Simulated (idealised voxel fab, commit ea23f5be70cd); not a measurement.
Process module, titled voxel double patterning
Pictured: cross-section cut, 295 nm wide, on a grid of 5 nm square cells.
Reading order for cross-sections: top band down to bottom band. Underlying form: a grid of square cells. Band size: one or more rows of cells.
Look at the band entry: it leads with the top's height and the bottom's height in nm. Then it lists the materials left to right, with a width in nm for each. The word "throughout" on a single material says that material fills the band edge to edge. The word "blank" is empty space.
Heights are reckoned from 0. Under this level, the received wafer is all of one material. The bottommost band is open-ended downward, for example "0 -> down".
When a width is written as two numbers, as in "30 to 40", the first number is the width in the top row of cells of the band and the second is the width in its bottom row, and the width changes by the same amount from each row to the next.
Where a step carries "same as before", the cross-section came out of it unchanged, cell for cell.
Basically, "Sealed-off cavities" tells you about the enclosed voids: empty spaces with no open way to the top, 8 cells or bigger, each written width x height at distance, where distance is from the left edge, all in nm.
Heads up: the bit after the settings on a step's line is the simulator's remark on that step.
overlay nm: on a step with a mask, how far right of its planned place the mask lay; negative means left.
### Planned process steps
| 1 | RECEIVE | material Si |
| 2 | CONFORMAL_DEP | material SiO2 | thk nm 5 |
| 3 | DIRECTIONAL_DEP | material W | thk nm 20 |
| 4 | DIRECTIONAL_DEP | material SiN | thk nm 10 |
| 5 | MASKED_ETCH | tone open | mask id FIRST | width nm 15 | pitch nm 50 | etch materials SiN | depth nm 10 | overlay nm 0 |
| 6 | DIRECTIONAL_DEP | material aC | thk nm 10 |
| 7 | PATTERN | tone open | mask id SECOND | material resist | width nm 15 | pitch nm 50 | thk nm 30 | overlay nm 0 |
| 8 | DIRECTIONAL_ETCH | etch materials aC | depth nm 10 |
| 9 | STRIP | etch materials resist |
| 10 | DIRECTIONAL_ETCH | etch materials SiN | depth nm 10 |
| 11 | STRIP | etch materials aC |
| 12 | DIRECTIONAL_ETCH | etch materials W | depth nm 20 |
| 13 | STRIP | etch materials SiN |
### Cross-section of the wafer as it came to us, i.e., already through step 1
- 0 -> down: Si throughout
- Sealed-off cavities: none
### Below is the wafer in cross-section after the module was completed. It began from the starting point shown above and followed the plan shown above, except that one mistake was made while running it
- 25 -> 20: SiO2 throughout
- 20 -> 0: W throughout
- 0 -> down: Si throughout
- Sealed-off cavities: none
what went wrong: steps 2 and 3 were swapped
